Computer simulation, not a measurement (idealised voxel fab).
process module | voxel self aligned vias
cross-section cut | 285 nm wide | cells 5 nm
A cross-section is a grid of square cells, given in bands from the top down. A band is one or more rows of cells.
Each band's line starts with the height of the band's top and of its bottom, in nm. Then come its materials from left to right, each with its width in nm. One material with "throughout" fills the band from edge to edge. "air" is empty space.
Height 0 is the level under which the wafer as received is all one material. The lowest band goes on downwards, as in "0 down".
A width such as "30 to 40" changes by the same amount from each row of cells to the next, from the band's top row to its bottom row.
"no change" after a step means that no cell of the cross-section changed.
closed voids: empty space of 8 cells or more with no open way to the top, each as width x height at its distance from the left edge, in nm
after a step's settings: what the simulator itself notes on the step
overlay nm, on a step with a mask: how far to the right of its planned place the mask lay; to the left if negative
Each pair below shows a cross-section before one step and the cross-section after it, down to the lowest band that changed. The line under each pair gives the step between them, with its settings. The pairs can come from different runs of this module on the same starting wafer, so a pair continues from the pair above only where its "before" says so.
before
  0 down: Si throughout
  closed voids: none
after
  10 to 0: SiO2 throughout
  below 0: unchanged
  closed voids: none
the step between: op CONFORMAL_DEP | material SiO2 | thk nm 10
before: the cross-section after the pair above
after
  15 to 10: SiCN throughout
  below 10: unchanged
  closed voids: none
the step between: op CONFORMAL_DEP | material SiCN | thk nm 5
before: the cross-section after the pair above
after
  40 to 15: SiO2 throughout
  below 15: unchanged
  closed voids: none
the step between: op DIRECTIONAL_DEP | material SiO2 | thk nm 25
before: the cross-section after the pair above
after
  50 to 40: aC throughout
  below 40: unchanged
  closed voids: none
the step between: op DIRECTIONAL_DEP | material aC | thk nm 10
before: the cross-section after the pair above
after
  80 to 50: resist 90 | air 30 | resist 45 | air 30 | resist 90
  below 50: unchanged
  closed voids: none
the step between: op PATTERN | tone open | mask id LINES | material resist | width nm 30 | pitch nm 75 | thk nm 30 | overlay nm 0
before: the cross-section after the pair above
after
  70 to 50: resist 90 | air 30 | resist 45 | air 30 | resist 90
  50 to 40: aC 90 | air 30 | aC 45 | air 30 | aC 90
  below 40: unchanged
  closed voids: none
the step between: op DIRECTIONAL_ETCH | etch materials aC | depth nm 10
before: the cross-section after the pair above
after
  50 to 40: aC 90 | air 30 | aC 45 | air 30 | aC 90
  below 40: unchanged
  closed voids: none
the step between: op STRIP | etch materials resist
before: the cross-section after the pair above
after
  50 to 40: aC 90 | air 30 | aC 45 | air 30 | aC 90
  40 to 15: SiO2 90 | air 30 | SiO2 45 | air 30 | SiO2 90
  below 15: unchanged
  closed voids: none
the step between: op DIRECTIONAL_ETCH | etch materials SiO2 | depth nm 25
before: the cross-section after the pair above
after
  40 to 15: SiO2 90 | air 30 | SiO2 45 | air 30 | SiO2 90
  below 15: unchanged
  closed voids: none
the step between: op STRIP | etch materials aC
before: the cross-section after the pair above
after
  45 to 40: TiN 95 | air 20 | TiN 55 | air 20 | TiN 95
  40 to 20: SiO2 90 | TiN 5 | air 20 | TiN 5 | SiO2 45 | TiN 5 | air 20 | TiN 5 | SiO2 90
  20 to 15: SiO2 90 | TiN 30 | SiO2 45 | TiN 30 | SiO2 90
  below 15: unchanged
  closed voids: none
the step between: op CONFORMAL_DEP | material TiN | thk nm 5
before: the cross-section after the pair above
after
  55 to 45: Ru throughout
  45 to 40: TiN 95 | Ru 20 | TiN 55 | Ru 20 | TiN 95
  40 to 20: SiO2 90 | TiN 5 | Ru 20 | TiN 5 | SiO2 45 | TiN 5 | Ru 20 | TiN 5 | SiO2 90
  below 20: unchanged
  closed voids: none
the step between: op FILL_DEP | material Ru | thk nm 10
before: the cross-section after the pair above
after
  40 to 20: SiO2 90 | TiN 5 | Ru 20 | TiN 5 | SiO2 45 | TiN 5 | Ru 20 | TiN 5 | SiO2 90
  below 20: unchanged
  closed voids: none
the step between: op CMP | height nm 40
before: the cross-section after the pair above
after
  40 to 30: SiO2 90 | air 30 | SiO2 45 | air 30 | SiO2 90
  below 30: unchanged
  closed voids: none
the step between: op SELECTIVE_ETCH | etch materials W Ru TiN | depth nm 10
before: the cross-section after the pair above
after
  50 to 40: SiN throughout
  40 to 30: SiO2 90 | SiN 30 | SiO2 45 | SiN 30 | SiO2 90
  below 30: unchanged
  closed voids: none
the step between: op FILL_DEP | material SiN | thk nm 10
before: the cross-section after the pair above
after
  40 to 30: SiO2 90 | SiN 30 | SiO2 45 | SiN 30 | SiO2 90
  below 30: unchanged
  closed voids: none
the step between: op CMP | height nm 40
before: the cross-section after the pair above
after
  55 to 40: SiO2 throughout
  below 40: unchanged
  closed voids: none
the step between: op DIRECTIONAL_DEP | material SiO2 | thk nm 15
before: the cross-section after the pair above
after
  70 to 55: resist 80 | air 50 | resist 155
  below 55: unchanged
  closed voids: none
the step between: op PATTERN | tone open | mask id VIAS | material resist | width nm 50 | thk nm 15 | overlay nm 0
before: the cross-section after the pair above
after
  70 to 55: resist 80 | air 50 | resist 155
  55 to 40: SiO2 80 | air 50 | SiO2 155
  below 40: unchanged
  closed voids: none
the step between: op DIRECTIONAL_ETCH | etch materials SiO2 | depth nm 15
before: the cross-section after the pair above
after
  70 to 55: resist 80 | air 50 | resist 155
  55 to 40: SiO2 80 | air 50 | SiO2 155
  40 to 30: SiO2 90 | air 30 | SiO2 45 | SiN 30 | SiO2 90
  below 30: unchanged
  closed voids: none
the step between: op DIRECTIONAL_ETCH | etch materials SiN | depth nm 10
before: the cross-section after the pair above
after
  55 to 40: SiO2 80 | air 50 | SiO2 155
  below 40: unchanged
  closed voids: none
the step between: op STRIP | etch materials resist
before: the cross-section after the pair above
after
  60 to 55: TiN 85 | air 40 | TiN 160
  55 to 45: SiO2 80 | TiN 5 | air 40 | TiN 5 | SiO2 155
  45 to 40: SiO2 80 | TiN 15 | air 20 | TiN 15 | SiO2 155
  40 to 35: SiO2 90 | TiN 5 | air 20 | TiN 5 | SiO2 45 | SiN 30 | SiO2 90
  35 to 30: SiO2 90 | TiN 30 | SiO2 45 | SiN 30 | SiO2 90
  below 30: unchanged
  closed voids: none
the step between: op CONFORMAL_DEP | material TiN | thk nm 5
before: the cross-section after the pair above
after
  70 to 60: Ru throughout
  60 to 55: TiN 85 | Ru 40 | TiN 160
  55 to 45: SiO2 80 | TiN 5 | Ru 40 | TiN 5 | SiO2 155
  45 to 40: SiO2 80 | TiN 15 | Ru 20 | TiN 15 | SiO2 155
  40 to 35: SiO2 90 | TiN 5 | Ru 20 | TiN 5 | SiO2 45 | SiN 30 | SiO2 90
  below 35: unchanged
  closed voids: none
the step between: op FILL_DEP | material Ru | thk nm 10
before: the cross-section after the pair above
after
  55 to 45: SiO2 80 | TiN 5 | Ru 40 | TiN 5 | SiO2 155
  below 45: unchanged
  closed voids: none
the step between: op CMP | height nm 55
before: the cross-section after the pair above
after
  60 to 55: SiCN throughout
  below 55: unchanged
  closed voids: none
the step between: op CONFORMAL_DEP | material SiCN | thk nm 5
before
  55 to 40: SiO2 throughout
  40 to 30: SiO2 90 | SiN 30 | SiO2 45 | SiN 30 | SiO2 90
  30 to 20: SiO2 90 | TiN 5 | Ru 20 | TiN 5 | SiO2 45 | TiN 5 | Ru 20 | TiN 5 | SiO2 90
  20 to 15: SiO2 90 | TiN 30 | SiO2 45 | TiN 30 | SiO2 90
  15 to 10: SiCN throughout
  10 to 0: SiO2 throughout
  0 down: Si throughout
  closed voids: none
after
  40 to 30: SiO2 90 | SiN 30 | SiO2 45 | SiN 30 | SiO2 90
  below 30: unchanged
  closed voids: none
the step between: op DIRECTIONAL_ETCH | etch materials SiO2 | depth nm 15
before: the cross-section after the pair above
after
  40 to 30: SiO2 90 | air 30 | SiO2 45 | air 30 | SiO2 90
  below 30: unchanged
  closed voids: none
the step between: op DIRECTIONAL_ETCH | etch materials SiN | depth nm 10
before: the cross-section after the pair above
after
  45 to 40: TiN 95 | air 20 | TiN 55 | air 20 | TiN 95
  40 to 35: SiO2 90 | TiN 5 | air 20 | TiN 5 | SiO2 45 | TiN 5 | air 20 | TiN 5 | SiO2 90
  35 to 30: SiO2 90 | TiN 30 | SiO2 45 | TiN 30 | SiO2 90
  below 30: unchanged
  closed voids: none
the step between: op CONFORMAL_DEP | material TiN | thk nm 5
before: the cross-section after the pair above
after
  55 to 45: Ru throughout
  45 to 40: TiN 95 | Ru 20 | TiN 55 | Ru 20 | TiN 95
  40 to 35: SiO2 90 | TiN 5 | Ru 20 | TiN 5 | SiO2 45 | TiN 5 | Ru 20 | TiN 5 | SiO2 90
  below 35: unchanged
  closed voids: none
the step between: op FILL_DEP | material Ru | thk nm 10
before: the cross-section after the pair above
after
  60 to 55: SiCN throughout
  below 55: unchanged
  closed voids: none
the step between: op CONFORMAL_DEP | material SiCN | thk nm 5
before
  70 to 55: resist 80 | air 50 | resist 155
  55 to 40: SiO2 80 | air 50 | SiO2 155
  40 to 30: SiO2 90 | SiN 30 | SiO2 45 | SiN 30 | SiO2 90
  30 to 20: SiO2 90 | TiN 5 | Ru 20 | TiN 5 | SiO2 45 | TiN 5 | Ru 20 | TiN 5 | SiO2 90
  20 to 15: SiO2 90 | TiN 30 | SiO2 45 | TiN 30 | SiO2 90
  15 to 10: SiCN throughout
  10 to 0: SiO2 throughout
  0 down: Si throughout
  closed voids: none
after
  70 to 55: resist 80 | air 50 | resist 155
  55 to 40: SiO2 80 | air 50 | SiO2 155
  40 to 30: SiO2 80 | air 10 | SiN 30 | air 10 | SiO2 35 | SiN 30 | SiO2 90
  30 to 25: SiO2 80 | air 10 | TiN 5 | Ru 20 | TiN 5 | air 10 | SiO2 35 | TiN 5 | Ru 20 | TiN 5 | SiO2 90
  below 25: unchanged
  closed voids: none
the step between: op DIRECTIONAL_ETCH | etch materials SiO2 | depth nm 15
before: the cross-section after the pair above
after
  70 to 55: resist 80 | air 50 | resist 155
  55 to 40: SiO2 80 | air 50 | SiO2 155
  40 to 30: SiO2 80 | air 50 | SiO2 35 | SiN 30 | SiO2 90
  below 30: unchanged
  closed voids: none
the step between: op DIRECTIONAL_ETCH | etch materials SiN | depth nm 10
before: the cross-section after the pair above
after
  55 to 40: SiO2 80 | air 50 | SiO2 155
  below 40: unchanged
  closed voids: none
the step between: op STRIP | etch materials resist
before: the cross-section after the pair above
after
  60 to 55: TiN 85 | air 40 | TiN 160
  55 to 40: SiO2 80 | TiN 5 | air 40 | TiN 5 | SiO2 155
  40 to 35: SiO2 80 | TiN 5 | air 40 | TiN 5 | SiO2 35 | SiN 30 | SiO2 90
  35 to 30: SiO2 80 | TiN 50 | SiO2 35 | SiN 30 | SiO2 90
  30 to 20: SiO2 80 to 90 | TiN 15 to 5 | Ru 20 | TiN 15 to 5 | SiO2 35 to 45 | TiN 5 | Ru 20 | TiN 5 | SiO2 90
  below 20: unchanged
  closed voids: none
the step between: op CONFORMAL_DEP | material TiN | thk nm 5
before: the cross-section after the pair above
after
  70 to 60: Ru throughout
  60 to 55: TiN 85 | Ru 40 | TiN 160
  55 to 40: SiO2 80 | TiN 5 | Ru 40 | TiN 5 | SiO2 155
  40 to 35: SiO2 80 | TiN 5 | Ru 40 | TiN 5 | SiO2 35 | SiN 30 | SiO2 90
  below 35: unchanged
  closed voids: none
the step between: op FILL_DEP | material Ru | thk nm 10
before: the cross-section after the pair above
after
  55 to 40: SiO2 80 | TiN 5 | Ru 40 | TiN 5 | SiO2 155
  below 40: unchanged
  closed voids: none
the step between: op CMP | height nm 55
before: the cross-section after the pair above
after
  60 to 55: SiCN throughout
  below 55: unchanged
  closed voids: none
the step between: op CONFORMAL_DEP | material SiCN | thk nm 5
before
  10 to 0: SiO2 throughout
  0 down: Si throughout
  closed voids: none
after
  35 to 0: SiO2 throughout
  below 0: unchanged
  closed voids: none
the step between: op DIRECTIONAL_DEP | material SiO2 | thk nm 25
before: the cross-section after the pair above
after
  40 to 35: SiCN throughout
  below 35: unchanged
  closed voids: none
the step between: op CONFORMAL_DEP | material SiCN | thk nm 5
before: the cross-section after the pair above
after
  50 to 40: aC throughout
  below 40: unchanged
  closed voids: none
the step between: op DIRECTIONAL_DEP | material aC | thk nm 10
before: the cross-section after the pair above
after
  80 to 50: resist 90 | air 30 | resist 45 | air 30 | resist 90
  below 50: unchanged
  closed voids: none
the step between: op PATTERN | tone open | mask id LINES | material resist | width nm 30 | pitch nm 75 | thk nm 30 | overlay nm 0
before: the cross-section after the pair above
after
  70 to 50: resist 90 | air 30 | resist 45 | air 30 | resist 90
  50 to 40: aC 90 | air 30 | aC 45 | air 30 | aC 90
  below 40: unchanged
  closed voids: none
the step between: op DIRECTIONAL_ETCH | etch materials aC | depth nm 10
before: the cross-section after the pair above
after
  50 to 40: aC 90 | air 30 | aC 45 | air 30 | aC 90
  below 40: unchanged
  closed voids: none
the step between: op STRIP | etch materials resist
before: the cross-section after the pair above
after
  40 to 35: SiCN throughout
  below 35: unchanged
  closed voids: none
the step between: op STRIP | etch materials aC
before: the cross-section after the pair above
after
  45 to 40: TiN throughout
  below 40: unchanged
  closed voids: none
the step between: op CONFORMAL_DEP | material TiN | thk nm 5
before: the cross-section after the pair above
after
  55 to 45: Ru throughout
  below 45: unchanged
  closed voids: none
the step between: op FILL_DEP | material Ru | thk nm 10
before: the cross-section after the pair above
after
  40 to 35: SiCN throughout
  below 35: unchanged
  closed voids: none
the step between: op CMP | height nm 40
before: the cross-section after the pair above
after
  50 to 40: SiN throughout
  below 40: unchanged
  closed voids: none
the step between: op FILL_DEP | material SiN | thk nm 10
before: the cross-section after the pair above
after
  40 to 35: SiCN throughout
  below 35: unchanged
  closed voids: none
the step between: op CMP | height nm 40
before: the cross-section after the pair above
after
  55 to 40: SiO2 throughout
  below 40: unchanged
  closed voids: none
the step between: op DIRECTIONAL_DEP | material SiO2 | thk nm 15
before: the cross-section after the pair above
after
  70 to 55: resist 80 | air 50 | resist 155
  below 55: unchanged
  closed voids: none
the step between: op PATTERN | tone open | mask id VIAS | material resist | width nm 50 | thk nm 15 | overlay nm 0
before: the cross-section after the pair above
after
  70 to 55: resist 80 | air 50 | resist 155
  55 to 40: SiO2 80 | air 50 | SiO2 155
  below 40: unchanged
  closed voids: none
the step between: op DIRECTIONAL_ETCH | etch materials SiO2 | depth nm 15
before: the cross-section after the pair above
after
  55 to 40: SiO2 80 | air 50 | SiO2 155
  below 40: unchanged
  closed voids: none
the step between: op STRIP | etch materials resist
before: the cross-section after the pair above
after
  60 to 55: TiN 85 | air 40 | TiN 160
  55 to 45: SiO2 80 | TiN 5 | air 40 | TiN 5 | SiO2 155
  45 to 40: SiO2 80 | TiN 50 | SiO2 155
  below 40: unchanged
  closed voids: none
the step between: op CONFORMAL_DEP | material TiN | thk nm 5
before: the cross-section after the pair above
after
  70 to 60: Ru throughout
  60 to 55: TiN 85 | Ru 40 | TiN 160
  55 to 45: SiO2 80 | TiN 5 | Ru 40 | TiN 5 | SiO2 155
  below 45: unchanged
  closed voids: none
the step between: op FILL_DEP | material Ru | thk nm 10
before: the cross-section after the pair above
after
  55 to 45: SiO2 80 | TiN 5 | Ru 40 | TiN 5 | SiO2 155
  below 45: unchanged
  closed voids: none
the step between: op CMP | height nm 55
before: the cross-section after the pair above
after
  60 to 55: SiCN throughout
  below 55: unchanged
  closed voids: none
the step between: op CONFORMAL_DEP | material SiCN | thk nm 5
before
  70 to 60: Ru throughout
  60 to 55: TiN 85 | Ru 40 | TiN 160
  55 to 45: SiO2 80 | TiN 5 | Ru 40 | TiN 5 | SiO2 155
  45 to 40: SiO2 80 | TiN 15 | Ru 20 | TiN 15 | SiO2 155
  40 to 35: SiO2 90 | TiN 5 | Ru 20 | TiN 5 | SiO2 45 | SiN 30 | SiO2 90
  35 to 30: SiO2 90 | TiN 30 | SiO2 45 | SiN 30 | SiO2 90
  30 to 20: SiO2 90 | TiN 5 | Ru 20 | TiN 5 | SiO2 45 | TiN 5 | Ru 20 | TiN 5 | SiO2 90
  20 to 15: SiO2 90 | TiN 30 | SiO2 45 | TiN 30 | SiO2 90
  15 to 10: SiCN throughout
  10 to 0: SiO2 throughout
  0 down: Si throughout
  closed voids: none
after
  45 to 40: SiO2 80 | TiN 15 | Ru 20 | TiN 15 | SiO2 155
  below 40: unchanged
  closed voids: none
the step between: op CMP | height nm 45
before: the cross-section after the pair above
after
  50 to 45: SiCN throughout
  below 45: unchanged
  closed voids: none
the step between: op CONFORMAL_DEP | material SiCN | thk nm 5
before
  50 to 40: aC throughout
  40 to 15: SiO2 throughout
  15 to 10: SiCN throughout
  10 to 0: SiO2 throughout
  0 down: Si throughout
  closed voids: none
after
  80 to 50: resist 85 | air 40 | resist 35 | air 40 | resist 85
  below 50: unchanged
  closed voids: none
the step between: op PATTERN | tone open | mask id LINES | material resist | width nm 40 | pitch nm 75 | thk nm 30 | overlay nm 0
before: the cross-section after the pair above
after
  70 to 50: resist 85 | air 40 | resist 35 | air 40 | resist 85
  50 to 40: aC 85 | air 40 | aC 35 | air 40 | aC 85
  below 40: unchanged
  closed voids: none
the step between: op DIRECTIONAL_ETCH | etch materials aC | depth nm 10
before: the cross-section after the pair above
after
  50 to 40: aC 85 | air 40 | aC 35 | air 40 | aC 85
  below 40: unchanged
  closed voids: none
the step between: op STRIP | etch materials resist
before: the cross-section after the pair above
after
  50 to 40: aC 85 | air 40 | aC 35 | air 40 | aC 85
  40 to 15: SiO2 85 | air 40 | SiO2 35 | air 40 | SiO2 85
  below 15: unchanged
  closed voids: none
the step between: op DIRECTIONAL_ETCH | etch materials SiO2 | depth nm 25
before: the cross-section after the pair above
after
  40 to 15: SiO2 85 | air 40 | SiO2 35 | air 40 | SiO2 85
  below 15: unchanged
  closed voids: none
the step between: op STRIP | etch materials aC
before: the cross-section after the pair above
after
  45 to 40: TiN 90 | air 30 | TiN 45 | air 30 | TiN 90
  40 to 20: SiO2 85 | TiN 5 | air 30 | TiN 5 | SiO2 35 | TiN 5 | air 30 | TiN 5 | SiO2 85
  20 to 15: SiO2 85 | TiN 40 | SiO2 35 | TiN 40 | SiO2 85
  below 15: unchanged
  closed voids: none
the step between: op CONFORMAL_DEP | material TiN | thk nm 5
before: the cross-section after the pair above
after
  55 to 45: Ru throughout
  45 to 40: TiN 90 | Ru 30 | TiN 45 | Ru 30 | TiN 90
  40 to 20: SiO2 85 | TiN 5 | Ru 30 | TiN 5 | SiO2 35 | TiN 5 | Ru 30 | TiN 5 | SiO2 85
  below 20: unchanged
  closed voids: none
the step between: op FILL_DEP | material Ru | thk nm 10
before: the cross-section after the pair above
after
  40 to 20: SiO2 85 | TiN 5 | Ru 30 | TiN 5 | SiO2 35 | TiN 5 | Ru 30 | TiN 5 | SiO2 85
  below 20: unchanged
  closed voids: none
the step between: op CMP | height nm 40
before: the cross-section after the pair above
after
  40 to 30: SiO2 85 | air 40 | SiO2 35 | air 40 | SiO2 85
  below 30: unchanged
  closed voids: none
the step between: op SELECTIVE_ETCH | etch materials W Ru TiN | depth nm 10
before: the cross-section after the pair above
after
  50 to 40: SiN throughout
  40 to 30: SiO2 85 | SiN 40 | SiO2 35 | SiN 40 | SiO2 85
  below 30: unchanged
  closed voids: none
the step between: op FILL_DEP | material SiN | thk nm 10
before: the cross-section after the pair above
after
  40 to 30: SiO2 85 | SiN 40 | SiO2 35 | SiN 40 | SiO2 85
  below 30: unchanged
  closed voids: none
the step between: op CMP | height nm 40
before: the cross-section after the pair above
after
  55 to 40: SiO2 throughout
  below 40: unchanged
  closed voids: none
the step between: op DIRECTIONAL_DEP | material SiO2 | thk nm 15
before: the cross-section after the pair above
after
  70 to 55: resist 80 | air 50 | resist 155
  below 55: unchanged
  closed voids: none
the step between: op PATTERN | tone open | mask id VIAS | material resist | width nm 50 | thk nm 15 | overlay nm 0
before: the cross-section after the pair above
after
  70 to 55: resist 80 | air 50 | resist 155
  55 to 40: SiO2 80 | air 50 | SiO2 155
  below 40: unchanged
  closed voids: none
the step between: op DIRECTIONAL_ETCH | etch materials SiO2 | depth nm 15
before: the cross-section after the pair above
after
  70 to 55: resist 80 | air 50 | resist 155
  55 to 40: SiO2 80 | air 50 | SiO2 155
  40 to 30: SiO2 85 | air 40 | SiO2 35 | SiN 40 | SiO2 85
  below 30: unchanged
  closed voids: none
the step between: op DIRECTIONAL_ETCH | etch materials SiN | depth nm 10
before: the cross-section after the pair above
after
  55 to 40: SiO2 80 | air 50 | SiO2 155
  below 40: unchanged
  closed voids: none
the step between: op STRIP | etch materials resist
before: the cross-section after the pair above
after
  60 to 55: TiN 85 | air 40 | TiN 160
  55 to 45: SiO2 80 | TiN 5 | air 40 | TiN 5 | SiO2 155
  45 to 40: SiO2 80 | TiN 10 | air 30 | TiN 10 | SiO2 155
  40 to 35: SiO2 85 | TiN 5 | air 30 | TiN 5 | SiO2 35 | SiN 40 | SiO2 85
  35 to 30: SiO2 85 | TiN 40 | SiO2 35 | SiN 40 | SiO2 85
  below 30: unchanged
  closed voids: none
the step between: op CONFORMAL_DEP | material TiN | thk nm 5
before: the cross-section after the pair above
after
  70 to 60: Ru throughout
  60 to 55: TiN 85 | Ru 40 | TiN 160
  55 to 45: SiO2 80 | TiN 5 | Ru 40 | TiN 5 | SiO2 155
  45 to 40: SiO2 80 | TiN 10 | Ru 30 | TiN 10 | SiO2 155
  40 to 35: SiO2 85 | TiN 5 | Ru 30 | TiN 5 | SiO2 35 | SiN 40 | SiO2 85
  below 35: unchanged
  closed voids: none
the step between: op FILL_DEP | material Ru | thk nm 10
before: the cross-section after the pair above
after
  55 to 45: SiO2 80 | TiN 5 | Ru 40 | TiN 5 | SiO2 155
  below 45: unchanged
  closed voids: none
the step between: op CMP | height nm 55
before: the cross-section after the pair above
after
  60 to 55: SiCN throughout
  below 55: unchanged
  closed voids: none
the step between: op CONFORMAL_DEP | material SiCN | thk nm 5
before
  55 to 40: SiO2 throughout
  40 to 30: SiO2 90 | SiN 30 | SiO2 45 | SiN 30 | SiO2 90
  30 to 20: SiO2 90 | TiN 5 | Ru 20 | TiN 5 | SiO2 45 | TiN 5 | Ru 20 | TiN 5 | SiO2 90
  20 to 15: SiO2 90 | TiN 30 | SiO2 45 | TiN 30 | SiO2 90
  15 to 10: SiCN throughout
  10 to 0: SiO2 throughout
  0 down: Si throughout
  closed voids: none
after
  70 to 55: resist 70 | air 50 | resist 165
  below 55: unchanged
  closed voids: none
the step between: op PATTERN | tone open | mask id VIAS | material resist | width nm 50 | thk nm 15 | overlay nm -10
before: the cross-section after the pair above
after
  70 to 55: resist 70 | air 50 | resist 165
  55 to 40: SiO2 70 | air 50 | SiO2 165
  below 40: unchanged
  closed voids: none
the step between: op DIRECTIONAL_ETCH | etch materials SiO2 | depth nm 15
before: the cross-section after the pair above
after
  70 to 55: resist 70 | air 50 | resist 165
  55 to 40: SiO2 70 | air 50 | SiO2 165
  40 to 30: SiO2 90 | air 30 | SiO2 45 | SiN 30 | SiO2 90
  below 30: unchanged
  closed voids: none
the step between: op DIRECTIONAL_ETCH | etch materials SiN | depth nm 10
before: the cross-section after the pair above
after
  55 to 40: SiO2 70 | air 50 | SiO2 165
  below 40: unchanged
  closed voids: none
the step between: op STRIP | etch materials resist
before: the cross-section after the pair above
after
  60 to 55: TiN 75 | air 40 | TiN 170
  55 to 45: SiO2 70 | TiN 5 | air 40 | TiN 5 | SiO2 165
  45 to 40: SiO2 70 | TiN 25 | air 20 | TiN 5 | SiO2 165
  40 to 35: SiO2 90 | TiN 5 | air 20 | TiN 5 | SiO2 45 | SiN 30 | SiO2 90
  35 to 30: SiO2 90 | TiN 30 | SiO2 45 | SiN 30 | SiO2 90
  below 30: unchanged
  closed voids: none
the step between: op CONFORMAL_DEP | material TiN | thk nm 5
before: the cross-section after the pair above
after
  70 to 60: Ru throughout
  60 to 55: TiN 75 | Ru 40 | TiN 170
  55 to 45: SiO2 70 | TiN 5 | Ru 40 | TiN 5 | SiO2 165
  45 to 40: SiO2 70 | TiN 25 | Ru 20 | TiN 5 | SiO2 165
  40 to 35: SiO2 90 | TiN 5 | Ru 20 | TiN 5 | SiO2 45 | SiN 30 | SiO2 90
  below 35: unchanged
  closed voids: none
the step between: op FILL_DEP | material Ru | thk nm 10
before: the cross-section after the pair above
after
  55 to 45: SiO2 70 | TiN 5 | Ru 40 | TiN 5 | SiO2 165
  below 45: unchanged
  closed voids: none
the step between: op CMP | height nm 55
before: the cross-section after the pair above
after
  60 to 55: SiCN throughout
  below 55: unchanged
  closed voids: none
the step between: op CONFORMAL_DEP | material SiCN | thk nm 5
before
  0 down: Si throughout
  closed voids: none
after
  10 to 0: W throughout
  below 0: unchanged
  closed voids: none
the step between: op CONFORMAL_DEP | material W | thk nm 10
before: the cross-section after the pair above
after
  15 to 10: SiCN throughout
  below 10: unchanged
  closed voids: none
the step between: op CONFORMAL_DEP | material SiCN | thk nm 5
before: the cross-section after the pair above
after
  40 to 15: SiO2 throughout
  below 15: unchanged
  closed voids: none
the step between: op DIRECTIONAL_DEP | material SiO2 | thk nm 25
before: the cross-section after the pair above
after
  50 to 40: aC throughout
  below 40: unchanged
  closed voids: none
the step between: op DIRECTIONAL_DEP | material aC | thk nm 10
before: the cross-section after the pair above
after
  80 to 50: resist 90 | air 30 | resist 45 | air 30 | resist 90
  below 50: unchanged
  closed voids: none
the step between: op PATTERN | tone open | mask id LINES | material resist | width nm 30 | pitch nm 75 | thk nm 30 | overlay nm 0
before: the cross-section after the pair above
after
  70 to 50: resist 90 | air 30 | resist 45 | air 30 | resist 90
  50 to 40: aC 90 | air 30 | aC 45 | air 30 | aC 90
  below 40: unchanged
  closed voids: none
the step between: op DIRECTIONAL_ETCH | etch materials aC | depth nm 10
before: the cross-section after the pair above
after
  50 to 40: aC 90 | air 30 | aC 45 | air 30 | aC 90
  below 40: unchanged
  closed voids: none
the step between: op STRIP | etch materials resist
before: the cross-section after the pair above
after
  50 to 40: aC 90 | air 30 | aC 45 | air 30 | aC 90
  40 to 15: SiO2 90 | air 30 | SiO2 45 | air 30 | SiO2 90
  below 15: unchanged
  closed voids: none
the step between: op DIRECTIONAL_ETCH | etch materials SiO2 | depth nm 25
before: the cross-section after the pair above
after
  40 to 15: SiO2 90 | air 30 | SiO2 45 | air 30 | SiO2 90
  below 15: unchanged
  closed voids: none
the step between: op STRIP | etch materials aC
before: the cross-section after the pair above
after
  45 to 40: TiN 95 | air 20 | TiN 55 | air 20 | TiN 95
  40 to 20: SiO2 90 | TiN 5 | air 20 | TiN 5 | SiO2 45 | TiN 5 | air 20 | TiN 5 | SiO2 90
  20 to 15: SiO2 90 | TiN 30 | SiO2 45 | TiN 30 | SiO2 90
  below 15: unchanged
  closed voids: none
the step between: op CONFORMAL_DEP | material TiN | thk nm 5
before: the cross-section after the pair above
after
  55 to 45: Ru throughout
  45 to 40: TiN 95 | Ru 20 | TiN 55 | Ru 20 | TiN 95
  40 to 20: SiO2 90 | TiN 5 | Ru 20 | TiN 5 | SiO2 45 | TiN 5 | Ru 20 | TiN 5 | SiO2 90
  below 20: unchanged
  closed voids: none
the step between: op FILL_DEP | material Ru | thk nm 10
before: the cross-section after the pair above
after
  40 to 20: SiO2 90 | TiN 5 | Ru 20 | TiN 5 | SiO2 45 | TiN 5 | Ru 20 | TiN 5 | SiO2 90
  below 20: unchanged
  closed voids: none
the step between: op CMP | height nm 40
before: the cross-section after the pair above
after
  40 to 30: SiO2 90 | air 30 | SiO2 45 | air 30 | SiO2 90
  below 30: unchanged
  closed voids: none
the step between: op SELECTIVE_ETCH | etch materials W Ru TiN | depth nm 10
before: the cross-section after the pair above
after
  50 to 40: SiN throughout
  40 to 30: SiO2 90 | SiN 30 | SiO2 45 | SiN 30 | SiO2 90
  below 30: unchanged
  closed voids: none
the step between: op FILL_DEP | material SiN | thk nm 10
before: the cross-section after the pair above
after
  40 to 30: SiO2 90 | SiN 30 | SiO2 45 | SiN 30 | SiO2 90
  below 30: unchanged
  closed voids: none
the step between: op CMP | height nm 40
before: the cross-section after the pair above
after
  55 to 40: SiO2 throughout
  below 40: unchanged
  closed voids: none
the step between: op DIRECTIONAL_DEP | material SiO2 | thk nm 15
before: the cross-section after the pair above
after
  70 to 55: resist 80 | air 50 | resist 155
  below 55: unchanged
  closed voids: none
the step between: op PATTERN | tone open | mask id VIAS | material resist | width nm 50 | thk nm 15 | overlay nm 0
before: the cross-section after the pair above
after
  70 to 55: resist 80 | air 50 | resist 155
  55 to 40: SiO2 80 | air 50 | SiO2 155
  below 40: unchanged
  closed voids: none
the step between: op DIRECTIONAL_ETCH | etch materials SiO2 | depth nm 15
before: the cross-section after the pair above
after
  70 to 55: resist 80 | air 50 | resist 155
  55 to 40: SiO2 80 | air 50 | SiO2 155
  40 to 30: SiO2 90 | air 30 | SiO2 45 | SiN 30 | SiO2 90
  below 30: unchanged
  closed voids: none
the step between: op DIRECTIONAL_ETCH | etch materials SiN | depth nm 10
before: the cross-section after the pair above
after
  55 to 40: SiO2 80 | air 50 | SiO2 155
  below 40: unchanged
  closed voids: none
the step between: op STRIP | etch materials resist
before: the cross-section after the pair above
after
  60 to 55: TiN 85 | air 40 | TiN 160
  55 to 45: SiO2 80 | TiN 5 | air 40 | TiN 5 | SiO2 155
  45 to 40: SiO2 80 | TiN 15 | air 20 | TiN 15 | SiO2 155
  40 to 35: SiO2 90 | TiN 5 | air 20 | TiN 5 | SiO2 45 | SiN 30 | SiO2 90
  35 to 30: SiO2 90 | TiN 30 | SiO2 45 | SiN 30 | SiO2 90
  below 30: unchanged
  closed voids: none
the step between: op CONFORMAL_DEP | material TiN | thk nm 5
before: the cross-section after the pair above
after
  70 to 60: Ru throughout
  60 to 55: TiN 85 | Ru 40 | TiN 160
  55 to 45: SiO2 80 | TiN 5 | Ru 40 | TiN 5 | SiO2 155
  45 to 40: SiO2 80 | TiN 15 | Ru 20 | TiN 15 | SiO2 155
  40 to 35: SiO2 90 | TiN 5 | Ru 20 | TiN 5 | SiO2 45 | SiN 30 | SiO2 90
  below 35: unchanged
  closed voids: none
the step between: op FILL_DEP | material Ru | thk nm 10
before: the cross-section after the pair above
after
  55 to 45: SiO2 80 | TiN 5 | Ru 40 | TiN 5 | SiO2 155
  below 45: unchanged
  closed voids: none
the step between: op CMP | height nm 55
before: the cross-section after the pair above
after
  60 to 55: SiCN throughout
  below 55: unchanged
  closed voids: none
the step between: op CONFORMAL_DEP | material SiCN | thk nm 5
